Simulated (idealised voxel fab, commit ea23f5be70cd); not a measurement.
Module name: voxel ribs on slabs (process module)
We display cut, a cross-section 190 nm in width whose square cells are each 5 nm.
Cross-sections here: square-cell grids, written as top-down lists of bands, a band being one or more rows of cells. A band entry consists of two parts. The first gives the height of the band's top and the height of its bottom, in nm. The rest lists the band's materials from left to right, each with its width in nm. A single material labelled with the word "full width" fills the band from edge to edge, and the word "air" marks empty space. Heights are expressed relative to 0, this being the level below which the as-received wafer comprises one material exclusively. The lowest band is unbounded in the downward direction and is denoted as in "top 0, no bottom". Per-row width for "30..40": begins at first number (top row of band), ends at second number (bottom row), increment between rows held constant. You'll sometimes find "nothing altered" written for a step, and that's the way of saying that nowhere in the cross-section did a cell change during that step. You'll see "Sealed void list" listing empty spaces that have no way open to the top, as long as they're 8 cells or more; the notation is width x height at distance, where the distance is from the left edge, and all of it is in nm. Whatever follows a step's settings on its line is a remark the simulator itself makes about that step. For masked steps, "overlay nm" on the step line gives how far right of plan the mask actually lay; a minus sign means it lay to the left.
# These are the steps we planned for the process
- 1: op RECEIVE | material Si
- 2: op DIRECTIONAL_DEP | material SiO2 | thk nm 30
- 3: op DIRECTIONAL_DEP | material SiN | thk nm 25
- 4: op MASKED_ETCH | tone cover | mask id RIB | width nm 20 | etch materials SiN | depth nm 15 | overlay nm 0
- 5: op MASKED_ETCH | tone cover | mask id SLAB | width nm 50 | etch materials SiN | depth nm 10 | overlay nm 0
- 6: op FILL_DEP | material SiO2 | thk nm 15
- 7: op CMP | height nm 65
- 8: op DIRECTIONAL_DEP | material TiN | thk nm 10
- 9: op PATTERN | tone cover | mask id HEATER | material resist | width nm 30 | thk nm 20 | overlay nm 0
- 10: op DIRECTIONAL_ETCH | etch materials TiN | depth nm 10
- 11: op STRIP | etch materials resist
- 12: op CONFORMAL_DEP | material SiN | thk nm 10
# The following pertains to the first of two wafers, which was processed as planned
# Delivered wafer in cross-section: state after step 1
top 0, no bottom: Si full width
Sealed void list: none
# How the wafer stands in section after step 2
top 30, bottom 0: SiO2 full width
Below 0, the layers are the same as they were.
# How the wafer stands in section after step 3
top 55, bottom 30: SiN full width
Below 30, the layers are the same as they were.
# How the wafer stands in section after step 4
top 55, bottom 40: air 85; SiN 20; air 85
Below 40, the layers are the same as they were.
# How the wafer stands in section after step 5
top 55, bottom 40: air 85; SiN 20; air 85
top 40, bottom 30: air 70; SiN 50; air 70
Below 30, the layers are the same as they were.
# How the wafer stands in section after step 6
top 70, bottom 55: SiO2 full width
top 55, bottom 40: SiO2 85; SiN 20; SiO2 85
top 40, bottom 30: SiO2 70; SiN 50; SiO2 70
Below 30, the layers are the same as they were.
# How the wafer stands in section after step 7
top 65, bottom 55: SiO2 full width
Below 55, the layers are the same as they were.
# How the wafer stands in section after step 8
top 75, bottom 65: TiN full width
Below 65, the layers are the same as they were.
# How the wafer stands in section after step 9
top 95, bottom 75: air 80; resist 30; air 80
Below 75, the layers are the same as they were.
# How the wafer stands in section after step 10
top 95, bottom 75: air 80; resist 30; air 80
top 75, bottom 65: air 80; TiN 30; air 80
Below 65, the layers are the same as they were.
# How the wafer stands in section after step 11
top 75, bottom 65: air 80; TiN 30; air 80
Below 65, the layers are the same as they were.
# How the wafer stands in section after step 12
top 85, bottom 75: air 70; SiN 50; air 70
top 75, bottom 65: SiN 80; TiN 30; SiN 80
Below 65, the layers are the same as they were.
# Second wafer, same starting state and plan as the first, one mistake in the run, identical through step 2
# The second wafer cut through, at the time step 3 was supposed to be finished
top 80, bottom 30: SiN full width
Below 30, the layers are the same as they were.
# The second wafer cut through, at the time step 4 was supposed to be finished
top 80, bottom 65: air 85; SiN 20; air 85
Below 65, the layers are the same as they were.
# The second wafer cut through, at the time step 5 was supposed to be finished
top 80, bottom 65: air 85; SiN 20; air 85
top 65, bottom 55: air 70; SiN 50; air 70
Below 55, the layers are the same as they were.
# The second wafer cut through, at the time step 6 was supposed to be finished
top 95, bottom 80: SiO2 full width
top 80, bottom 65: SiO2 85; SiN 20; SiO2 85
top 65, bottom 55: SiO2 70; SiN 50; SiO2 70
Below 55, the layers are the same as they were.
# The second wafer cut through, at the time step 7 was supposed to be finished
top 65, bottom 55: SiO2 70; SiN 50; SiO2 70
Below 55, the layers are the same as they were.
# The second wafer cut through, at the time step 8 was supposed to be finished
top 75, bottom 65: TiN full width
Below 65, the layers are the same as they were.
# The second wafer cut through, at the time step 9 was supposed to be finished
top 95, bottom 75: air 80; resist 30; air 80
Below 75, the layers are the same as they were.
# The second wafer cut through, at the time step 10 was supposed to be finished
top 95, bottom 75: air 80; resist 30; air 80
top 75, bottom 65: air 80; TiN 30; air 80
Below 65, the layers are the same as they were.
# The second wafer cut through, at the time step 11 was supposed to be finished
top 75, bottom 65: air 80; TiN 30; air 80
Below 65, the layers are the same as they were.
# The second wafer cut through, at the time step 12 was supposed to be finished
top 85, bottom 75: air 70; SiN 50; air 70
top 75, bottom 65: SiN 80; TiN 30; SiN 80
Below 65, the layers are the same as they were.
Processing error: step 3 of the plan was twice carried out
End check, counted in cells, second wafer has more or fewer of these materials than the first: SiN: 178 more; SiO2: 178 fewer
